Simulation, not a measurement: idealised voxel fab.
The document below concerns the process module designated voxel capacitor over wiring.
In the cross-section labelled cut, the width is 245 nm and each square cell is 5 nm.
A cross-section in this document is a grid of square cells, and it is written down as bands, the top band listed before the ones below it; a band is made up of one or more rows of cells.
The band entry comprises the height of the band's top followed by the height of its bottom, expressed in nm, and subsequently the band's materials from left to right, each stated together with its width in nm. Where a single material is marked with the word "all across", that material fills the band from edge to edge. The word "blank" represents empty space.
Height 0 is the level under which the wafer as received is all one material. The lowest band goes on downwards, as in "0..down".
Width "30 to 40": first value at the band's top row of cells, second value at its bottom row, equal change from row to row.
The designation "nothing was modified", where it is given for a processing step, indicates that no cell of the cross-section was altered in the course of that step.
What "Enclosed cavities" gives you is every empty space of 8 cells or more that is cut off from the top. Each appears as width x height at distance, with the distance taken from the left edge and width, height and distance all in nm.
Past the settings on a step's line: simulator remark, on that step.
overlay nm: on a step with a mask, how far right of its planned place the mask lay; negative means left.
### These are the steps we planned for the process
step 1: RECEIVE with material Si
step 2: CONFORMAL_DEP with material SiO2, thk nm 15
step 3: CONFORMAL_DEP with material SiCN, thk nm 5
step 4: DIRECTIONAL_DEP with material SiO2, thk nm 25
step 5: DIRECTIONAL_DEP with material aC, thk nm 15
step 6: PATTERN with tone open, mask id METAL_1, material resist, width nm 25, pitch nm 80, thk nm 30, overlay nm 0
step 7: DIRECTIONAL_ETCH with etch materials aC, depth nm 15
step 8: STRIP with etch materials resist
step 9: DIRECTIONAL_ETCH with etch materials SiO2, depth nm 25
step 10: DIRECTIONAL_ETCH with etch materials SiCN, depth nm 5
step 11: STRIP with etch materials aC
step 12: CONFORMAL_DEP with material TiN, thk nm 5
step 13: FILL_DEP with material Cu, thk nm 5
step 14: CMP with height nm 45
step 15: CONFORMAL_DEP with material SiCN, thk nm 5
step 16: DIRECTIONAL_DEP with material SiO2, thk nm 10
step 17: DIRECTIONAL_DEP with material aC, thk nm 10
step 18: PATTERN with tone open, mask id PLUG_1, material resist, width nm 15, thk nm 25, overlay nm 0
step 19: DIRECTIONAL_ETCH with etch materials aC, depth nm 10
step 20: STRIP with etch materials resist
step 21: DIRECTIONAL_ETCH with etch materials SiO2, depth nm 10
step 22: DIRECTIONAL_ETCH with etch materials SiCN, depth nm 5
step 23: STRIP with etch materials aC
step 24: CONFORMAL_DEP with material TiN, thk nm 5
step 25: FILL_DEP with material Ru, thk nm 5
step 26: CMP with height nm 60
step 27: DIRECTIONAL_DEP with material TiN, thk nm 10
step 28: DIRECTIONAL_DEP with material HfO2, thk nm 5
step 29: DIRECTIONAL_DEP with material TiN, thk nm 5
step 30: DIRECTIONAL_DEP with material aC, thk nm 15
step 31: PATTERN with tone cover, mask id UPPER_PLATE, material resist, width nm 60, thk nm 30, overlay nm 0
step 32: DIRECTIONAL_ETCH with etch materials aC, depth nm 15
step 33: STRIP with etch materials resist
step 34: DIRECTIONAL_ETCH with etch materials TiN, depth nm 5
step 35: DIRECTIONAL_ETCH with etch materials HfO2, depth nm 5
step 36: STRIP with etch materials aC
step 37: PATTERN with tone cover, mask id LOWER_PLATE, material resist, width nm 70, thk nm 20, overlay nm 0
step 38: DIRECTIONAL_ETCH with etch materials TiN, depth nm 10
step 39: STRIP with etch materials resist
step 40: FILL_DEP with material SiO2, thk nm 20
step 41: CMP with height nm 95
step 42: PATTERN with tone open, mask id PLUG_2, material resist, width nm 15, thk nm 20, overlay nm 0
step 43: DIRECTIONAL_ETCH with etch materials SiO2, depth nm 15
step 44: STRIP with etch materials resist
step 45: CONFORMAL_DEP with material TiN, thk nm 5
step 46: FILL_DEP with material Ru, thk nm 5
step 47: CMP with height nm 95
step 48: CONFORMAL_DEP with material SiCN, thk nm 5
### First of two wafers, processed according to plan
### Cross-sectional view of the wafer in its as-received condition, corresponding to the state after step 1
  0..down | Si all across
  Enclosed cavities: none
### Sectional view: wafer, after step 2
  15..0 | SiO2 all across
  All layers under 0 are left as they were.
### Sectional view: wafer, after step 3
  20..15 | SiCN all across
  All layers under 15 are left as they were.
### Sectional view: wafer, after step 4
  45..20 | SiO2 all across
  All layers under 20 are left as they were.
### Sectional view: wafer, after step 5
  60..45 | aC all across
  All layers under 45 are left as they were.
### Sectional view: wafer, after step 6
  90..60 | resist: 70 | blank: 25 | resist: 55 | blank: 25 | resist: 70
  All layers under 60 are left as they were.
### Sectional view: wafer, after step 7
  75..60 | resist: 70 | blank: 25 | resist: 55 | blank: 25 | resist: 70
  60..45 | aC: 70 | blank: 25 | aC: 55 | blank: 25 | aC: 70
  All layers under 45 are left as they were.
### Sectional view: wafer, after step 8
  60..45 | aC: 70 | blank: 25 | aC: 55 | blank: 25 | aC: 70
  All layers under 45 are left as they were.
### Sectional view: wafer, after step 9
  60..45 | aC: 70 | blank: 25 | aC: 55 | blank: 25 | aC: 70
  45..20 | SiO2: 70 | blank: 25 | SiO2: 55 | blank: 25 | SiO2: 70
  All layers under 20 are left as they were.
### Sectional view: wafer, after step 10
  60..45 | aC: 70 | blank: 25 | aC: 55 | blank: 25 | aC: 70
  45..20 | SiO2: 70 | blank: 25 | SiO2: 55 | blank: 25 | SiO2: 70
  20..15 | SiCN: 70 | blank: 25 | SiCN: 55 | blank: 25 | SiCN: 70
  All layers under 15 are left as they were.
### Sectional view: wafer, after step 11
  45..20 | SiO2: 70 | blank: 25 | SiO2: 55 | blank: 25 | SiO2: 70
  All layers under 20 are left as they were.
### Sectional view: wafer, after step 12
  50..45 | TiN: 75 | blank: 15 | TiN: 65 | blank: 15 | TiN: 75
  45..20 | SiO2: 70 | TiN: 5 | blank: 15 | TiN: 5 | SiO2: 55 | TiN: 5 | blank: 15 | TiN: 5 | SiO2: 70
  20..15 | SiCN: 70 | TiN: 25 | SiCN: 55 | TiN: 25 | SiCN: 70
  All layers under 15 are left as they were.
### Sectional view: wafer, after step 13
  55..50 | Cu all across
  50..45 | TiN: 75 | Cu: 15 | TiN: 65 | Cu: 15 | TiN: 75
  45..20 | SiO2: 70 | TiN: 5 | Cu: 15 | TiN: 5 | SiO2: 55 | TiN: 5 | Cu: 15 | TiN: 5 | SiO2: 70
  All layers under 20 are left as they were.
### Sectional view: wafer, after step 14
  45..20 | SiO2: 70 | TiN: 5 | Cu: 15 | TiN: 5 | SiO2: 55 | TiN: 5 | Cu: 15 | TiN: 5 | SiO2: 70
  All layers under 20 are left as they were.
### Sectional view: wafer, after step 15
  50..45 | SiCN all across
  All layers under 45 are left as they were.
### Sectional view: wafer, after step 16
  60..50 | SiO2 all across
  All layers under 50 are left as they were.
### Sectional view: wafer, after step 17
  70..60 | aC all across
  All layers under 60 are left as they were.
### Sectional view: wafer, after step 18
  95..70 | resist: 80 | blank: 15 | resist: 150
  All layers under 70 are left as they were.
### Sectional view: wafer, after step 19
  85..70 | resist: 80 | blank: 15 | resist: 150
  70..60 | aC: 80 | blank: 15 | aC: 150
  All layers under 60 are left as they were.
### Sectional view: wafer, after step 20
  70..60 | aC: 80 | blank: 15 | aC: 150
  All layers under 60 are left as they were.
### Sectional view: wafer, after step 21
  70..60 | aC: 80 | blank: 15 | aC: 150
  60..50 | SiO2: 80 | blank: 15 | SiO2: 150
  All layers under 50 are left as they were.
### Sectional view: wafer, after step 22
  70..60 | aC: 80 | blank: 15 | aC: 150
  60..50 | SiO2: 80 | blank: 15 | SiO2: 150
  50..45 | SiCN: 80 | blank: 15 | SiCN: 150
  All layers under 45 are left as they were.
### Sectional view: wafer, after step 23
  60..50 | SiO2: 80 | blank: 15 | SiO2: 150
  All layers under 50 are left as they were.
### Sectional view: wafer, after step 24
  65..60 | TiN: 85 | blank: 5 | TiN: 155
  60..50 | SiO2: 80 | TiN: 5 | blank: 5 | TiN: 5 | SiO2: 150
  50..45 | SiCN: 80 | TiN: 15 | SiCN: 150
  All layers under 45 are left as they were.
### Sectional view: wafer, after step 25
  70..65 | Ru all across
  65..60 | TiN: 85 | Ru: 5 | TiN: 155
  60..50 | SiO2: 80 | TiN: 5 | Ru: 5 | TiN: 5 | SiO2: 150
  All layers under 50 are left as they were.
### Sectional view: wafer, after step 26
  60..50 | SiO2: 80 | TiN: 5 | Ru: 5 | TiN: 5 | SiO2: 150
  All layers under 50 are left as they were.
### Sectional view: wafer, after step 27
  70..60 | TiN all across
  All layers under 60 are left as they were.
### Sectional view: wafer, after step 28
  75..70 | HfO2 all across
  All layers under 70 are left as they were.
### Sectional view: wafer, after step 29
  80..75 | TiN all across
  All layers under 75 are left as they were.
### Sectional view: wafer, after step 30
  95..80 | aC all across
  All layers under 80 are left as they were.
### Sectional view: wafer, after step 31
  125..95 | blank: 80 | resist: 60 | blank: 105
  All layers under 95 are left as they were.
### Sectional view: wafer, after step 32
  110..95 | blank: 80 | resist: 60 | blank: 105
  95..80 | blank: 80 | aC: 60 | blank: 105
  All layers under 80 are left as they were.
### Sectional view: wafer, after step 33
  95..80 | blank: 80 | aC: 60 | blank: 105
  All layers under 80 are left as they were.
### Sectional view: wafer, after step 34
  95..80 | blank: 80 | aC: 60 | blank: 105
  80..75 | blank: 80 | TiN: 60 | blank: 105
  All layers under 75 are left as they were.
### Sectional view: wafer, after step 35
  95..80 | blank: 80 | aC: 60 | blank: 105
  80..75 | blank: 80 | TiN: 60 | blank: 105
  75..70 | blank: 80 | HfO2: 60 | blank: 105
  All layers under 70 are left as they were.
### Sectional view: wafer, after step 36
  80..75 | blank: 80 | TiN: 60 | blank: 105
  All layers under 75 are left as they were.
### Sectional view: wafer, after step 37
  100..80 | blank: 75 | resist: 70 | blank: 100
  80..75 | blank: 75 | resist: 5 | TiN: 60 | resist: 5 | blank: 100
  75..70 | blank: 75 | resist: 5 | HfO2: 60 | resist: 5 | blank: 100
  All layers under 70 are left as they were.
### Sectional view: wafer, after step 38
  100..80 | blank: 75 | resist: 70 | blank: 100
  80..75 | blank: 75 | resist: 5 | TiN: 60 | resist: 5 | blank: 100
  75..70 | blank: 75 | resist: 5 | HfO2: 60 | resist: 5 | blank: 100
  70..60 | blank: 75 | TiN: 70 | blank: 100
  All layers under 60 are left as they were.
### Sectional view: wafer, after step 39
  80..75 | blank: 80 | TiN: 60 | blank: 105
  75..70 | blank: 80 | HfO2: 60 | blank: 105
  All layers under 70 are left as they were.
### Sectional view: wafer, after step 40
  100..80 | SiO2 all across
  80..75 | SiO2: 80 | TiN: 60 | SiO2: 105
  75..70 | SiO2: 80 | HfO2: 60 | SiO2: 105
  70..60 | SiO2: 75 | TiN: 70 | SiO2: 100
  All layers under 60 are left as they were.
### Sectional view: wafer, after step 41
  95..80 | SiO2 all across
  All layers under 80 are left as they were.
### Sectional view: wafer, after step 42
  115..95 | resist: 90 | blank: 15 | resist: 140
  All layers under 95 are left as they were.
### Sectional view: wafer, after step 43
  115..95 | resist: 90 | blank: 15 | resist: 140
  95..80 | SiO2: 90 | blank: 15 | SiO2: 140
  All layers under 80 are left as they were.
### Sectional view: wafer, after step 44
  95..80 | SiO2: 90 | blank: 15 | SiO2: 140
  All layers under 80 are left as they were.
### Sectional view: wafer, after step 45
  100..95 | TiN: 95 | blank: 5 | TiN: 145
  95..85 | SiO2: 90 | TiN: 5 | blank: 5 | TiN: 5 | SiO2: 140
  85..75 | SiO2: 90 to 80 | TiN: 15 to 60 | SiO2: 140 to 105
  All layers under 75 are left as they were.
### Sectional view: wafer, after step 46
  105..100 | Ru all across
  100..95 | TiN: 95 | Ru: 5 | TiN: 145
  95..85 | SiO2: 90 | TiN: 5 | Ru: 5 | TiN: 5 | SiO2: 140
  All layers under 85 are left as they were.
### Sectional view: wafer, after step 47
  95..85 | SiO2: 90 | TiN: 5 | Ru: 5 | TiN: 5 | SiO2: 140
  All layers under 85 are left as they were.
### Sectional view: wafer, after step 48
  100..95 | SiCN all across
  All layers under 95 are left as they were.
### Second of two: same start, same plan, one run error; steps up to and including 37 match the first
### The second wafer cut through, at the time step 38 was supposed to be finished
  100..80 | blank: 75 | resist: 70 | blank: 100
  80..75 | blank: 75 | resist: 5 | TiN: 60 | resist: 5 | blank: 100
  75..70 | blank: 75 | resist: 5 | HfO2: 60 | resist: 5 | blank: 100
  70..65 | blank: 75 | TiN: 70 | blank: 100
  All layers under 65 are left as they were.
### The second wafer cut through, at the time step 39 was supposed to be finished
  80..75 | blank: 80 | TiN: 60 | blank: 105
  75..70 | blank: 80 | HfO2: 60 | blank: 105
  All layers under 70 are left as they were.
### The second wafer cut through, at the time step 40 was supposed to be finished
  100..80 | SiO2 all across
  80..75 | SiO2: 80 | TiN: 60 | SiO2: 105
  75..70 | SiO2: 80 | HfO2: 60 | SiO2: 105
  70..65 | SiO2: 75 | TiN: 70 | SiO2: 100
  All layers under 65 are left as they were.
### The second wafer cut through, at the time step 41 was supposed to be finished
  95..80 | SiO2 all across
  All layers under 80 are left as they were.
### The second wafer cut through, at the time step 42 was supposed to be finished
  115..95 | resist: 90 | blank: 15 | resist: 140
  All layers under 95 are left as they were.
### The second wafer cut through, at the time step 43 was supposed to be finished
  115..95 | resist: 90 | blank: 15 | resist: 140
  95..80 | SiO2: 90 | blank: 15 | SiO2: 140
  All layers under 80 are left as they were.
### The second wafer cut through, at the time step 44 was supposed to be finished
  95..80 | SiO2: 90 | blank: 15 | SiO2: 140
  All layers under 80 are left as they were.
### The second wafer cut through, at the time step 45 was supposed to be finished
  100..95 | TiN: 95 | blank: 5 | TiN: 145
  95..85 | SiO2: 90 | TiN: 5 | blank: 5 | TiN: 5 | SiO2: 140
  85..75 | SiO2: 90 to 80 | TiN: 15 to 60 | SiO2: 140 to 105
  All layers under 75 are left as they were.
### The second wafer cut through, at the time step 46 was supposed to be finished
  105..100 | Ru all across
  100..95 | TiN: 95 | Ru: 5 | TiN: 145
  95..85 | SiO2: 90 | TiN: 5 | Ru: 5 | TiN: 5 | SiO2: 140
  All layers under 85 are left as they were.
### The second wafer cut through, at the time step 47 was supposed to be finished
  95..85 | SiO2: 90 | TiN: 5 | Ru: 5 | TiN: 5 | SiO2: 140
  All layers under 85 are left as they were.
### The second wafer cut through, at the time step 48 was supposed to be finished
  100..95 | SiCN all across
  All layers under 95 are left as they were.
Deviation noted in wafer processing: not per plan at step 38, really ran DIRECTIONAL_ETCH with etch materials TiN, depth nm 5
Final cells, second wafer relative to first, materials higher or lower: 35 fewer of SiO2, 35 more of TiN
